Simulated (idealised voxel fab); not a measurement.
Module name: voxel released beams (process module)
FYI the section here is cut, 180 nm wide, cells are 5 nm squares.
Just so we're on the same page, the cross-sections are grids of square cells, and they're listed out in bands top to bottom, each band one or more rows deep. Basically the band line says how high the top is and how high the bottom is, in nm, and then what's in it from left to right, every material with its width in nm. Empty space shows up as "air", and if a single material carries "everywhere" it runs the full band edge to edge. Where do heights start? At 0: under that level the wafer as delivered is made of one material only. And the lowest band has no floor; it just carries on downward, as in "0..down". Quick explanation for "30..40": the width changes in equal steps down the rows of cells, from the first number in the band's top row to the second number in its bottom row. When a step is marked "remains unaltered", none of the cells in the cross-section changed during that step. For the entry "Closed-off voids", the listed items are empty spaces with no open way to the top whose size is 8 cells or more; each item follows the pattern width x height at distance, where distance is from the left edge and all three are in nm. Read whatever lies past the settings on a step's line as the simulator's own remark about the step. A step's line can hold "overlay nm"; with a mask on that step, the setting says how far right of the planned place the mask lay, while a negative setting says it lay to the left.
### The steps planned for the process are as follows
1: RECEIVE: material Si
2: CONFORMAL_DEP: material SiN, thk nm 5
3: DIRECTIONAL_DEP: material SiO2, thk nm 15
4: DIRECTIONAL_DEP: material aC, thk nm 15
5: PATTERN: tone open, mask id ANCHOR, material resist, width nm 25, thk nm 30, overlay nm 0
6: DIRECTIONAL_ETCH: etch materials aC, depth nm 5
7: STRIP: etch materials resist
8: DIRECTIONAL_ETCH: etch materials SiO2, depth nm 15
9: STRIP: etch materials aC
10: CONFORMAL_DEP: material polySi, thk nm 10
11: DIRECTIONAL_DEP: material aC, thk nm 15
12: PATTERN: tone cover, mask id BEAM, material resist, width nm 110, thk nm 30, overlay nm 0
13: DIRECTIONAL_ETCH: etch materials aC, depth nm 15
14: STRIP: etch materials resist
15: DIRECTIONAL_ETCH: etch materials polySi, depth nm 10
16: STRIP: etch materials aC
17: STRIP: etch materials SiO2
The value of depth nm given for step 6 in the plan refers to the first wafer; the wafers vary in this setting and are alike at the start.
### Cross-sectional view of the first of several wafers in the as-received condition, corresponding to the state following step 1
- 0..down  Si everywhere
- Closed-off voids: none
### The figure below presents a cross-section of the first of several wafers at the conclusion of the module, following its last step, step 17
- 5..0  SiN everywhere
- 0..down  Si everywhere
- Closed-off voids: none
### Last-wafer cross-section at the end of the module
- 30..20  air=30, polySi=15, air=5, polySi=90, air=40
- 20..15  air=35, polySi=10, air=5, polySi=10, air=120
- 15..5  air=35, polySi=25, air=120
- 5..0  SiN everywhere
- 0..down  Si everywhere
- Closed-off voids: none
### Below is a per-wafer table. In it, each row describes the wafer at the end of the module by giving, for each material, the number of cells gained (+) or lost (-) since the wafer was received, and after that the closed voids of the wafer
depth nm 5; +36 SiN; Closed-off voids: none
depth nm 10; +36 SiN; Closed-off voids: none
depth nm 15; +36 SiN; +56 polySi; Closed-off voids: none
depth nm 20; +36 SiN; +56 polySi; Closed-off voids: none
depth nm 25; +36 SiN; +56 polySi; Closed-off voids: none
depth nm 30; +36 SiN; +56 polySi; Closed-off voids: none
